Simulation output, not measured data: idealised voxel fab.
Herein follows the process module entitled voxel released beams.
In the cross-section labelled cut, the width is 270 nm and each square cell is 5 nm.
When this document writes out a cross-section, it uses a grid of square cells and lists it as bands, beginning at the top and moving down, with a band standing for one or more rows of cells. Each band's line starts with the height of the band's top and of its bottom, in nm. Then come its materials from left to right, each with its width in nm. One material with "throughout" fills the band from edge to edge. "air" is empty space. Heads up on the height convention: 0 is the point under which the incoming wafer is all one material, and the lowest band has no bottom, it just keeps going down, like "top 0, no bottom". When a width is written as two numbers, as in "30 to 40", the first number is the width in the top row of cells of the band and the second is the width in its bottom row, and the width changes by the same amount from each row to the next. Where a step carries "no change occurred", the cross-section came out of it unchanged, cell for cell. Under "Enclosed void listing" you'll find the enclosed gaps, the ones with no way out to the top, that are 8 cells or bigger; each reads width x height at distance, with distance counted from the left edge, everything in nm. Where a step's line continues beyond its settings, the continuation is a remark by the simulator itself on that step. overlay nm: mask offset rightward from planned place, masked step; negative means leftward offset.

-- Steps planned for the process
1 RECEIVE | material Si
2 CONFORMAL_DEP | material Al2O3 | thk nm 10
3 DIRECTIONAL_DEP | material SiO2 | thk nm 5
4 PATTERN | tone open | mask id ANCHOR | material resist | width nm 40 | thk nm 15 | overlay nm 0
5 DIRECTIONAL_ETCH | etch materials SiO2 | depth nm 15
6 STRIP | etch materials resist
7 CONFORMAL_DEP | material polySi | thk nm 15
8 PATTERN | tone cover | mask id BEAM | material resist | width nm 125 | thk nm 20 | overlay nm 0
9 DIRECTIONAL_ETCH | etch materials polySi | depth nm 15
10 STRIP | etch materials resist
11 STRIP | etch materials SiO2
varied across the wafers: thk nm of step 3. The plan shows the first wafer's value. All wafers start alike

-- The first of several wafers as received, shown in cross-section; this is its state after step 1
top 0, no bottom  Si throughout
Enclosed void listing: none

-- Per-wafer rows below. For each material: cells gained (+) or lost (-) since the wafer was received, as of end of module. Then: closed voids
thk nm 5, +108 Al2O3, +81 polySi, Enclosed void listing: none
thk nm 10, +108 Al2O3, +87 polySi, Enclosed void listing: none
thk nm 15, +108 Al2O3, +93 polySi, Enclosed void listing: none
thk nm 20, +108 Al2O3, Enclosed void listing: none
thk nm 25, +108 Al2O3, Enclosed void listing: none
thk nm 30, +108 Al2O3, Enclosed void listing: none
